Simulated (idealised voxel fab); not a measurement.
process module | voxel gate over fins
cross-section cut | 235 nm wide | cells 5 nm
A cross-section is a grid of square cells, given in bands from the top down. A band is one or more rows of cells.
Each band's line starts with the height of the band's top and of its bottom, in nm. Then come its materials from left to right, each with its width in nm. One material with "throughout" fills the band from edge to edge. "air" is empty space.
Height 0 is the level under which the wafer as received is all one material. The lowest band goes on downwards, as in "0 down".
A width such as "30 to 40" changes by the same amount from each row of cells to the next, from the band's top row to its bottom row.
"no change" after a step means that no cell of the cross-section changed.
closed voids: empty space of 8 cells or more with no open way to the top, each as width x height at its distance from the left edge, in nm
after a step's settings: what the simulator itself notes on the step
overlay nm, on a step with a mask: how far to the right of its planned place the mask lay; to the left if negative
plan
1 op RECEIVE | material Si
2 op CONFORMAL_DEP | material SiN | thk nm 10
3 op DIRECTIONAL_DEP | material aC | thk nm 15
4 op PATTERN | tone cover | mask id FINS | material resist | width nm 15 | pitch nm 50 | thk nm 30 | overlay nm 0
5 op DIRECTIONAL_ETCH | etch materials aC | depth nm 15
6 op STRIP | etch materials resist
7 op DIRECTIONAL_ETCH | etch materials SiN | depth nm 10
8 op DIRECTIONAL_ETCH | etch materials Si | depth nm 30
9 op STRIP | etch materials aC
10 op FILL_DEP | material SiO2 | thk nm 5
11 op CMP | height nm 10
12 op DIRECTIONAL_DEP | material aC | thk nm 15
13 op PATTERN | tone open | mask id RAIL | material resist | width nm 15 | thk nm 30 | overlay nm 0
14 op DIRECTIONAL_ETCH | etch materials aC | depth nm 15
15 op STRIP | etch materials resist
16 op DIRECTIONAL_ETCH | etch materials SiO2 | depth nm 35
17 op STRIP | etch materials aC
18 op CONFORMAL_DEP | material TiN | thk nm 5
19 op FILL_DEP | material W | thk nm 10
20 op CMP | height nm 10
21 op SELECTIVE_ETCH | etch materials W Ru TiN | depth nm 25
22 op FILL_DEP | material SiO2 | thk nm 5
23 op CMP | height nm 10
24 op SELECTIVE_ETCH | etch materials SiO2 | depth nm 20
25 op STRIP | etch materials SiN
26 op CONFORMAL_DEP | material HfO2 | thk nm 5
27 op CONFORMAL_DEP | material TiN | thk nm 5
28 op FILL_DEP | material W | thk nm 10
29 op CMP | height nm 15
30 op CONFORMAL_DEP | material SiCN | thk nm 10
first wafer, as planned
as received, after step 1
  0 down: Si throughout
  closed voids: none
after step 2
  10 to 0: SiN throughout
  below 0: unchanged
after step 3
  25 to 10: aC throughout
  below 10: unchanged
after step 4
  55 to 25: air 60 | resist 15 | air 35 | resist 15 | air 35 | resist 15 | air 60
  below 25: unchanged
after step 5
  40 to 25: air 60 | resist 15 | air 35 | resist 15 | air 35 | resist 15 | air 60
  25 to 10: air 60 | aC 15 | air 35 | aC 15 | air 35 | aC 15 | air 60
  below 10: unchanged
after step 6
  25 to 10: air 60 | aC 15 | air 35 | aC 15 | air 35 | aC 15 | air 60
  below 10: unchanged
after step 7
  25 to 10: air 60 | aC 15 | air 35 | aC 15 | air 35 | aC 15 | air 60
  10 to 0: air 60 | SiN 15 | air 35 | SiN 15 | air 35 | SiN 15 | air 60
  below 0: unchanged
after step 8
  25 to 10: air 60 | aC 15 | air 35 | aC 15 | air 35 | aC 15 | air 60
  10 to 0: air 60 | SiN 15 | air 35 | SiN 15 | air 35 | SiN 15 | air 60
  0 to -30: air 60 | Si 15 | air 35 | Si 15 | air 35 | Si 15 | air 60
  below -30: unchanged
after step 9
  10 to 0: air 60 | SiN 15 | air 35 | SiN 15 | air 35 | SiN 15 | air 60
  below 0: unchanged
after step 10
  15 to 10: SiO2 throughout
  10 to 0: SiO2 60 | SiN 15 | SiO2 35 | SiN 15 | SiO2 35 | SiN 15 | SiO2 60
  0 to -30: SiO2 60 | Si 15 | SiO2 35 | Si 15 | SiO2 35 | Si 15 | SiO2 60
  below -30: unchanged
after step 11
  10 to 0: SiO2 60 | SiN 15 | SiO2 35 | SiN 15 | SiO2 35 | SiN 15 | SiO2 60
  below 0: unchanged
after step 12
  25 to 10: aC throughout
  below 10: unchanged
after step 13
  55 to 25: resist 85 | air 15 | resist 135
  below 25: unchanged
after step 14
  40 to 25: resist 85 | air 15 | resist 135
  25 to 10: aC 85 | air 15 | aC 135
  below 10: unchanged
after step 15
  25 to 10: aC 85 | air 15 | aC 135
  below 10: unchanged
after step 16
  25 to 10: aC 85 | air 15 | aC 135
  10 to 0: SiO2 60 | SiN 15 | SiO2 10 | air 15 | SiO2 10 | SiN 15 | SiO2 35 | SiN 15 | SiO2 60
  0 to -25: SiO2 60 | Si 15 | SiO2 10 | air 15 | SiO2 10 | Si 15 | SiO2 35 | Si 15 | SiO2 60
  below -25: unchanged
after step 17
  10 to 0: SiO2 60 | SiN 15 | SiO2 10 | air 15 | SiO2 10 | SiN 15 | SiO2 35 | SiN 15 | SiO2 60
  below 0: unchanged
after step 18
  15 to 10: TiN 90 | air 5 | TiN 140
  10 to 0: SiO2 60 | SiN 15 | SiO2 10 | TiN 5 | air 5 | TiN 5 | SiO2 10 | SiN 15 | SiO2 35 | SiN 15 | SiO2 60
  0 to -20: SiO2 60 | Si 15 | SiO2 10 | TiN 5 | air 5 | TiN 5 | SiO2 10 | Si 15 | SiO2 35 | Si 15 | SiO2 60
  -20 to -25: SiO2 60 | Si 15 | SiO2 10 | TiN 15 | SiO2 10 | Si 15 | SiO2 35 | Si 15 | SiO2 60
  below -25: unchanged
after step 19
  25 to 15: W throughout
  15 to 10: TiN 90 | W 5 | TiN 140
  10 to 0: SiO2 60 | SiN 15 | SiO2 10 | TiN 5 | W 5 | TiN 5 | SiO2 10 | SiN 15 | SiO2 35 | SiN 15 | SiO2 60
  0 to -20: SiO2 60 | Si 15 | SiO2 10 | TiN 5 | W 5 | TiN 5 | SiO2 10 | Si 15 | SiO2 35 | Si 15 | SiO2 60
  below -20: unchanged
after step 20
  10 to 0: SiO2 60 | SiN 15 | SiO2 10 | TiN 5 | W 5 | TiN 5 | SiO2 10 | SiN 15 | SiO2 35 | SiN 15 | SiO2 60
  below 0: unchanged
after step 21
  10 to 0: SiO2 60 | SiN 15 | SiO2 10 | air 15 | SiO2 10 | SiN 15 | SiO2 35 | SiN 15 | SiO2 60
  0 to -15: SiO2 60 | Si 15 | SiO2 10 | air 15 | SiO2 10 | Si 15 | SiO2 35 | Si 15 | SiO2 60
  below -15: unchanged
after step 22
  15 to 10: SiO2 throughout
  10 to 0: SiO2 60 | SiN 15 | SiO2 35 | SiN 15 | SiO2 35 | SiN 15 | SiO2 60
  0 to -15: SiO2 60 | Si 15 | SiO2 35 | Si 15 | SiO2 35 | Si 15 | SiO2 60
  below -15: unchanged
after step 23
  10 to 0: SiO2 60 | SiN 15 | SiO2 35 | SiN 15 | SiO2 35 | SiN 15 | SiO2 60
  below 0: unchanged
after step 24
  10 to 0: air 60 | SiN 15 | air 35 | SiN 15 | air 35 | SiN 15 | air 60
  0 to -10: air 60 | Si 15 | air 35 | Si 15 | air 35 | Si 15 | air 60
  below -10: unchanged
after step 25
  0 to -10: air 60 | Si 15 | air 35 | Si 15 | air 35 | Si 15 | air 60
  below -10: unchanged
after step 26
  5 to 0: air 55 | HfO2 25 | air 25 | HfO2 25 | air 25 | HfO2 25 | air 55
  0 to -5: air 55 | HfO2 5 | Si 15 | HfO2 5 | air 25 | HfO2 5 | Si 15 | HfO2 5 | air 25 | HfO2 5 | Si 15 | HfO2 5 | air 55
  -5 to -10: HfO2 60 | Si 15 | HfO2 35 | Si 15 | HfO2 35 | Si 15 | HfO2 60
  below -10: unchanged
after step 27
  10 to 5: air 50 | TiN 35 | air 15 | TiN 35 | air 15 | TiN 35 | air 50
  5 to 0: air 50 | TiN 5 | HfO2 25 | TiN 5 | air 15 | TiN 5 | HfO2 25 | TiN 5 | air 15 | TiN 5 | HfO2 25 | TiN 5 | air 50
  0 to -5: TiN 55 | HfO2 5 | Si 15 | HfO2 5 | TiN 25 | HfO2 5 | Si 15 | HfO2 5 | TiN 25 | HfO2 5 | Si 15 | HfO2 5 | TiN 55
  below -5: unchanged
after step 28
  20 to 10: W throughout
  10 to 5: W 50 | TiN 35 | W 15 | TiN 35 | W 15 | TiN 35 | W 50
  5 to 0: W 50 | TiN 5 | HfO2 25 | TiN 5 | W 15 | TiN 5 | HfO2 25 | TiN 5 | W 15 | TiN 5 | HfO2 25 | TiN 5 | W 50
  below 0: unchanged
after step 29
  15 to 10: W throughout
  below 10: unchanged
after step 30
  25 to 15: SiCN throughout
  below 15: unchanged
second wafer: like start, like plan, one mistake. Through step 25 it matches the first wafer
when step 26 should have ended: no change
when step 27 should have ended
  5 to 0: air 55 | TiN 25 | air 25 | TiN 25 | air 25 | TiN 25 | air 55
  0 to -5: air 55 | TiN 5 | Si 15 | TiN 5 | air 25 | TiN 5 | Si 15 | TiN 5 | air 25 | TiN 5 | Si 15 | TiN 5 | air 55
  -5 to -10: TiN 60 | Si 15 | TiN 35 | Si 15 | TiN 35 | Si 15 | TiN 60
  below -10: unchanged
when step 28 should have ended
  15 to 5: W throughout
  5 to 0: W 55 | TiN 25 | W 25 | TiN 25 | W 25 | TiN 25 | W 55
  0 to -5: W 55 | TiN 5 | Si 15 | TiN 5 | W 25 | TiN 5 | Si 15 | TiN 5 | W 25 | TiN 5 | Si 15 | TiN 5 | W 55
  below -5: unchanged
when step 29 should have ended: no change
when step 30 should have ended
  25 to 15: SiCN throughout
  below 15: unchanged
what went wrong: step 26 was left out
at the end the second wafer has, in cells: 59 fewer of HfO2 | 59 more of W
